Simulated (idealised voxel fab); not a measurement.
Module name: voxel self aligned vias (process module)
Pictured: cross-section cut, 280 nm wide, on a grid of 5 nm square cells.
Square cells in a grid make up a cross-section in this document, and the grid is given as bands, listed from the top down, each one or more rows of cells.
Top, bottom (nm), then materials left to right with widths (nm); lone material tagged "full width" fills the whole band edge to edge; "empty" = empty space.
Heights from 0 (as-received wafer is one material below). Bottom band endless downward, as "z 0 and below".
Top row gets the first number, bottom row gets the second, and each row in between changes by the same step: that is how a band width like "30 to 40" works.
Reading "no modification" for a step: not a cell of the cross-section changed in it.
The list in "Enclosed void inventory" covers empty spaces of 8 cells or more that cannot reach the top through any open way, and it gives each as width x height at distance; the distance is from the left edge, and width, height and distance are in nm.
Whatever follows a step's settings on its line is a remark the simulator itself makes about that step.
If you see "overlay nm" on a step's line and that step has a mask, it's telling you how far right of where it was planned the mask ended up; a negative number means it went left instead.

Intended process steps:
1 RECEIVE [material Si]
2 CONFORMAL_DEP [material SiO2] [thk nm 10]
3 CONFORMAL_DEP [material SiCN] [thk nm 5]
4 DIRECTIONAL_DEP [material lowk] [thk nm 25]
5 MASKED_ETCH [tone open] [mask id LINES] [width nm 20] [pitch nm 50] [etch materials lowk] [depth nm 25] [overlay nm 0]
6 CONFORMAL_DEP [material TiN] [thk nm 5]
7 FILL_DEP [material Ru] [thk nm 10]
8 CMP [height nm 40]
9 SELECTIVE_ETCH [etch materials W Ru TiN] [depth nm 5]
10 FILL_DEP [material SiN] [thk nm 5]
11 CMP [height nm 40]
12 DIRECTIONAL_DEP [material lowk] [thk nm 20]
13 DIRECTIONAL_DEP [material aC] [thk nm 15]
14 PATTERN [tone open] [mask id VIAS] [material resist] [width nm 30] [pitch nm 100] [thk nm 30] [overlay nm 0]
15 DIRECTIONAL_ETCH [etch materials aC] [depth nm 15]
16 STRIP [etch materials resist]
17 DIRECTIONAL_ETCH [etch materials lowk] [depth nm 20]
18 DIRECTIONAL_ETCH [etch materials SiN] [depth nm 5]
19 STRIP [etch materials aC]
20 CONFORMAL_DEP [material TiN] [thk nm 5]
21 FILL_DEP [material Ru] [thk nm 5]
22 CMP [height nm 60]
23 CONFORMAL_DEP [material SiN] [thk nm 5]

First of two wafers - as planned:

Received-state cross-section, reflecting completion of step 1:
z 0 and below = Si full width
Enclosed void inventory: none

Sectional view: wafer, after step 2:
z 10 to 0 = SiO2 full width
Under the height 0 nothing was changed.

Sectional view: wafer, after step 3:
z 15 to 10 = SiCN full width
Under the height 10 nothing was changed.

Sectional view: wafer, after step 4:
z 40 to 15 = lowk full width
Under the height 15 nothing was changed.

Sectional view: wafer, after step 5:
z 40 to 15 = lowk (80) / empty (20) / lowk (30) / empty (20) / lowk (30) / empty (20) / lowk (80)
Under the height 15 nothing was changed.

Sectional view: wafer, after step 6:
z 45 to 40 = TiN (85) / empty (10) / TiN (40) / empty (10) / TiN (40) / empty (10) / TiN (85)
z 40 to 20 = lowk (80) / TiN (5) / empty (10) / TiN (5) / lowk (30) / TiN (5) / empty (10) / TiN (5) / lowk (30) / TiN (5) / empty (10) / TiN (5) / lowk (80)
z 20 to 15 = lowk (80) / TiN (20) / lowk (30) / TiN (20) / lowk (30) / TiN (20) / lowk (80)
Under the height 15 nothing was changed.

Sectional view: wafer, after step 7:
z 55 to 45 = Ru full width
z 45 to 40 = TiN (85) / Ru (10) / TiN (40) / Ru (10) / TiN (40) / Ru (10) / TiN (85)
z 40 to 20 = lowk (80) / TiN (5) / Ru (10) / TiN (5) / lowk (30) / TiN (5) / Ru (10) / TiN (5) / lowk (30) / TiN (5) / Ru (10) / TiN (5) / lowk (80)
Under the height 20 nothing was changed.

Sectional view: wafer, after step 8:
z 40 to 20 = lowk (80) / TiN (5) / Ru (10) / TiN (5) / lowk (30) / TiN (5) / Ru (10) / TiN (5) / lowk (30) / TiN (5) / Ru (10) / TiN (5) / lowk (80)
Under the height 20 nothing was changed.

Sectional view: wafer, after step 9:
z 40 to 35 = lowk (80) / empty (20) / lowk (30) / empty (20) / lowk (30) / empty (20) / lowk (80)
Under the height 35 nothing was changed.

Sectional view: wafer, after step 10:
z 45 to 40 = SiN full width
z 40 to 35 = lowk (80) / SiN (20) / lowk (30) / SiN (20) / lowk (30) / SiN (20) / lowk (80)
Under the height 35 nothing was changed.

Sectional view: wafer, after step 11:
z 40 to 35 = lowk (80) / SiN (20) / lowk (30) / SiN (20) / lowk (30) / SiN (20) / lowk (80)
Under the height 35 nothing was changed.

Sectional view: wafer, after step 12:
z 60 to 40 = lowk full width
Under the height 40 nothing was changed.

Sectional view: wafer, after step 13:
z 75 to 60 = aC full width
Under the height 60 nothing was changed.

Sectional view: wafer, after step 14:
z 105 to 75 = resist (75) / empty (30) / resist (70) / empty (30) / resist (75)
Under the height 75 nothing was changed.

Sectional view: wafer, after step 15:
z 90 to 75 = resist (75) / empty (30) / resist (70) / empty (30) / resist (75)
z 75 to 60 = aC (75) / empty (30) / aC (70) / empty (30) / aC (75)
Under the height 60 nothing was changed.

Sectional view: wafer, after step 16:
z 75 to 60 = aC (75) / empty (30) / aC (70) / empty (30) / aC (75)
Under the height 60 nothing was changed.

Sectional view: wafer, after step 17:
z 75 to 60 = aC (75) / empty (30) / aC (70) / empty (30) / aC (75)
z 60 to 40 = lowk (75) / empty (30) / lowk (70) / empty (30) / lowk (75)
Under the height 40 nothing was changed.

Sectional view: wafer, after step 18:
z 75 to 60 = aC (75) / empty (30) / aC (70) / empty (30) / aC (75)
z 60 to 40 = lowk (75) / empty (30) / lowk (70) / empty (30) / lowk (75)
z 40 to 35 = lowk (80) / empty (20) / lowk (30) / SiN (20) / lowk (30) / empty (20) / lowk (80)
Under the height 35 nothing was changed.

Sectional view: wafer, after step 19:
z 60 to 40 = lowk (75) / empty (30) / lowk (70) / empty (30) / lowk (75)
Under the height 40 nothing was changed.

Sectional view: wafer, after step 20:
z 65 to 60 = TiN (80) / empty (20) / TiN (80) / empty (20) / TiN (80)
z 60 to 45 = lowk (75) / TiN (5) / empty (20) / TiN (5) / lowk (70) / TiN (5) / empty (20) / TiN (5) / lowk (75)
z 45 to 40 = lowk (75) / TiN (10) / empty (10) / TiN (10) / lowk (70) / TiN (10) / empty (10) / TiN (10) / lowk (75)
z 40 to 35 = lowk (80) / TiN (20) / lowk (30) / SiN (20) / lowk (30) / TiN (20) / lowk (80)
Under the height 35 nothing was changed.

Sectional view: wafer, after step 21:
z 70 to 65 = Ru full width
z 65 to 60 = TiN (80) / Ru (20) / TiN (80) / Ru (20) / TiN (80)
z 60 to 45 = lowk (75) / TiN (5) / Ru (20) / TiN (5) / lowk (70) / TiN (5) / Ru (20) / TiN (5) / lowk (75)
z 45 to 40 = lowk (75) / TiN (10) / Ru (10) / TiN (10) / lowk (70) / TiN (10) / Ru (10) / TiN (10) / lowk (75)
Under the height 40 nothing was changed.

Sectional view: wafer, after step 22:
z 60 to 45 = lowk (75) / TiN (5) / Ru (20) / TiN (5) / lowk (70) / TiN (5) / Ru (20) / TiN (5) / lowk (75)
Under the height 45 nothing was changed.

Sectional view: wafer, after step 23:
z 65 to 60 = SiN full width
Under the height 60 nothing was changed.

Regarding the second of the two wafers: it shared the first wafer's starting condition and process plan, yet one error occurred during its execution. Its history coincides with that of the first wafer up to and including step 4:

Cross-section of the second wafer at the time by which step 5 should have been completed according to the plan:
z 40 to 15 = lowk (75) / empty (30) / lowk (20) / empty (30) / lowk (20) / empty (30) / lowk (75)
Under the height 15 nothing was changed.

Cross-section of the second wafer at the time by which step 6 should have been completed according to the plan:
z 45 to 40 = TiN (80) / empty (20) / TiN (30) / empty (20) / TiN (30) / empty (20) / TiN (80)
z 40 to 20 = lowk (75) / TiN (5) / empty (20) / TiN (5) / lowk (20) / TiN (5) / empty (20) / TiN (5) / lowk (20) / TiN (5) / empty (20) / TiN (5) / lowk (75)
z 20 to 15 = lowk (75) / TiN (30) / lowk (20) / TiN (30) / lowk (20) / TiN (30) / lowk (75)
Under the height 15 nothing was changed.

Cross-section of the second wafer at the time by which step 7 should have been completed according to the plan:
z 55 to 45 = Ru full width
z 45 to 40 = TiN (80) / Ru (20) / TiN (30) / Ru (20) / TiN (30) / Ru (20) / TiN (80)
z 40 to 20 = lowk (75) / TiN (5) / Ru (20) / TiN (5) / lowk (20) / TiN (5) / Ru (20) / TiN (5) / lowk (20) / TiN (5) / Ru (20) / TiN (5) / lowk (75)
Under the height 20 nothing was changed.

Cross-section of the second wafer at the time by which step 8 should have been completed according to the plan:
z 40 to 20 = lowk (75) / TiN (5) / Ru (20) / TiN (5) / lowk (20) / TiN (5) / Ru (20) / TiN (5) / lowk (20) / TiN (5) / Ru (20) / TiN (5) / lowk (75)
Under the height 20 nothing was changed.

Cross-section of the second wafer at the time by which step 9 should have been completed according to the plan:
z 40 to 35 = lowk (75) / empty (30) / lowk (20) / empty (30) / lowk (20) / empty (30) / lowk (75)
Under the height 35 nothing was changed.

Cross-section of the second wafer at the time by which step 10 should have been completed according to the plan:
z 45 to 40 = SiN full width
z 40 to 35 = lowk (75) / SiN (30) / lowk (20) / SiN (30) / lowk (20) / SiN (30) / lowk (75)
Under the height 35 nothing was changed.

Cross-section of the second wafer at the time by which step 11 should have been completed according to the plan:
z 40 to 35 = lowk (75) / SiN (30) / lowk (20) / SiN (30) / lowk (20) / SiN (30) / lowk (75)
Under the height 35 nothing was changed.

Cross-section of the second wafer at the time by which step 12 should have been completed according to the plan:
z 60 to 40 = lowk full width
Under the height 40 nothing was changed.

Cross-section of the second wafer at the time by which step 13 should have been completed according to the plan:
z 75 to 60 = aC full width
Under the height 60 nothing was changed.

Cross-section of the second wafer at the time by which step 14 should have been completed according to the plan:
z 105 to 75 = resist (75) / empty (30) / resist (70) / empty (30) / resist (75)
Under the height 75 nothing was changed.

Cross-section of the second wafer at the time by which step 15 should have been completed according to the plan:
z 90 to 75 = resist (75) / empty (30) / resist (70) / empty (30) / resist (75)
z 75 to 60 = aC (75) / empty (30) / aC (70) / empty (30) / aC (75)
Under the height 60 nothing was changed.

Cross-section of the second wafer at the time by which step 16 should have been completed according to the plan:
z 75 to 60 = aC (75) / empty (30) / aC (70) / empty (30) / aC (75)
Under the height 60 nothing was changed.

Cross-section of the second wafer at the time by which step 17 should have been completed according to the plan:
z 75 to 60 = aC (75) / empty (30) / aC (70) / empty (30) / aC (75)
z 60 to 40 = lowk (75) / empty (30) / lowk (70) / empty (30) / lowk (75)
Under the height 40 nothing was changed.

Cross-section of the second wafer at the time by which step 18 should have been completed according to the plan:
z 75 to 60 = aC (75) / empty (30) / aC (70) / empty (30) / aC (75)
z 60 to 40 = lowk (75) / empty (30) / lowk (70) / empty (30) / lowk (75)
z 40 to 35 = lowk (75) / empty (30) / lowk (20) / SiN (30) / lowk (20) / empty (30) / lowk (75)
Under the height 35 nothing was changed.

Cross-section of the second wafer at the time by which step 19 should have been completed according to the plan:
z 60 to 40 = lowk (75) / empty (30) / lowk (70) / empty (30) / lowk (75)
Under the height 40 nothing was changed.

Cross-section of the second wafer at the time by which step 20 should have been completed according to the plan:
z 65 to 60 = TiN (80) / empty (20) / TiN (80) / empty (20) / TiN (80)
z 60 to 40 = lowk (75) / TiN (5) / empty (20) / TiN (5) / lowk (70) / TiN (5) / empty (20) / TiN (5) / lowk (75)
z 40 to 35 = lowk (75) / TiN (30) / lowk (20) / SiN (30) / lowk (20) / TiN (30) / lowk (75)
Under the height 35 nothing was changed.

Cross-section of the second wafer at the time by which step 21 should have been completed according to the plan:
z 70 to 65 = Ru full width
z 65 to 60 = TiN (80) / Ru (20) / TiN (80) / Ru (20) / TiN (80)
z 60 to 40 = lowk (75) / TiN (5) / Ru (20) / TiN (5) / lowk (70) / TiN (5) / Ru (20) / TiN (5) / lowk (75)
Under the height 40 nothing was changed.

Cross-section of the second wafer at the time by which step 22 should have been completed according to the plan:
z 60 to 40 = lowk (75) / TiN (5) / Ru (20) / TiN (5) / lowk (70) / TiN (5) / Ru (20) / TiN (5) / lowk (75)
Under the height 40 nothing was changed.

Cross-section of the second wafer at the time by which step 23 should have been completed according to the plan:
z 65 to 60 = SiN full width
Under the height 60 nothing was changed.
So what did we get wrong on this run? step 5 changed vs plan, executed as MASKED_ETCH [tone open] [mask id LINES] [width nm 30] [pitch nm 50] [etch materials lowk] [depth nm 25] [overlay nm 0]
Bottom line after processing is that, in cells, the second wafer is up or down on some materials versus the first: +22 Ru | +2 SiN | +6 TiN | -30 lowk
